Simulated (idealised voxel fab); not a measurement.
process module | voxel released beams
cross-section cut | 290 nm wide | cells 5 nm
A cross-section is a grid of square cells, given in bands from the top down. A band is one or more rows of cells.
Each band's line starts with the height of the band's top and of its bottom, in nm. Then come its materials from left to right, each with its width in nm. One material with "throughout" fills the band from edge to edge. "air" is empty space.
Height 0 is the level under which the wafer as received is all one material. The lowest band goes on downwards, as in "0 down".
A width such as "30 to 40" changes by the same amount from each row of cells to the next, from the band's top row to its bottom row.
"no change" after a step means that no cell of the cross-section changed.
closed voids: empty space of 8 cells or more with no open way to the top, each as width x height at its distance from the left edge, in nm
after a step's settings: what the simulator itself notes on the step
overlay nm, on a step with a mask: how far to the right of its planned place the mask lay; to the left if negative
plan
1 op RECEIVE | material Si
2 op CONFORMAL_DEP | material SiN | thk nm 5
3 op DIRECTIONAL_DEP | material SiO2 | thk nm 15
4 op DIRECTIONAL_DEP | material aC | thk nm 10
5 op PATTERN | tone open | mask id ANCHOR | material resist | width nm 35 | thk nm 25 | overlay nm 0
6 op DIRECTIONAL_ETCH | etch materials aC | depth nm 10
7 op STRIP | etch materials resist
8 op DIRECTIONAL_ETCH | etch materials SiO2 | depth nm 15
9 op STRIP | etch materials aC
10 op CONFORMAL_DEP | material TiN | thk nm 15
11 op PATTERN | tone cover | mask id BEAM | material resist | width nm 95 | thk nm 20 | overlay nm 0
12 op DIRECTIONAL_ETCH | etch materials TiN | depth nm 15
13 op STRIP | etch materials resist
14 op STRIP | etch materials SiO2
first wafer, as planned
as received, after step 1
  0 down: Si throughout
  closed voids: none
after step 2
  5 to 0: SiN throughout
  below 0: unchanged
after step 3
  20 to 5: SiO2 throughout
  below 5: unchanged
after step 4
  30 to 20: aC throughout
  below 20: unchanged
after step 5
  55 to 30: resist 100 | air 35 | resist 155
  below 30: unchanged
after step 6
  45 to 30: resist 100 | air 35 | resist 155
  30 to 20: aC 100 | air 35 | aC 155
  below 20: unchanged
after step 7
  30 to 20: aC 100 | air 35 | aC 155
  below 20: unchanged
after step 8
  30 to 20: aC 100 | air 35 | aC 155
  20 to 5: SiO2 100 | air 35 | SiO2 155
  below 5: unchanged
after step 9
  20 to 5: SiO2 100 | air 35 | SiO2 155
  below 5: unchanged
after step 10
  35 to 20: TiN 115 | air 5 | TiN 170
  20 to 5: SiO2 100 | TiN 35 | SiO2 155
  below 5: unchanged
after step 11
  55 to 35: air 95 | resist 95 | air 100
  35 to 20: TiN 115 | resist 5 | TiN 170
  below 20: unchanged
after step 12
  55 to 35: air 95 | resist 95 | air 100
  35 to 20: air 95 | TiN 20 | resist 5 | TiN 70 | air 100
  below 20: unchanged
after step 13
  35 to 20: air 95 | TiN 20 | air 5 | TiN 70 | air 100
  below 20: unchanged
after step 14
  35 to 20: air 95 | TiN 20 | air 5 | TiN 70 | air 100
  20 to 5: air 100 | TiN 35 | air 155
  below 5: unchanged
second wafer: like start, like plan, one mistake. Through step 11 it matches the first wafer
when step 12 should have ended
  55 to 35: air 95 | resist 95 | air 100
  35 to 25: air 95 | TiN 20 | resist 5 | TiN 70 | air 100
  below 25: unchanged
when step 13 should have ended
  35 to 25: air 95 | TiN 20 | air 5 | TiN 70 | air 100
  25 to 20: TiN 115 | air 5 | TiN 170
  below 20: unchanged
when step 14 should have ended: no change
what went wrong: step 12 ran as: op DIRECTIONAL_ETCH | etch materials TiN | depth nm 10
at the end the second wafer has, in cells: 153 more of SiO2 | 39 more of TiN
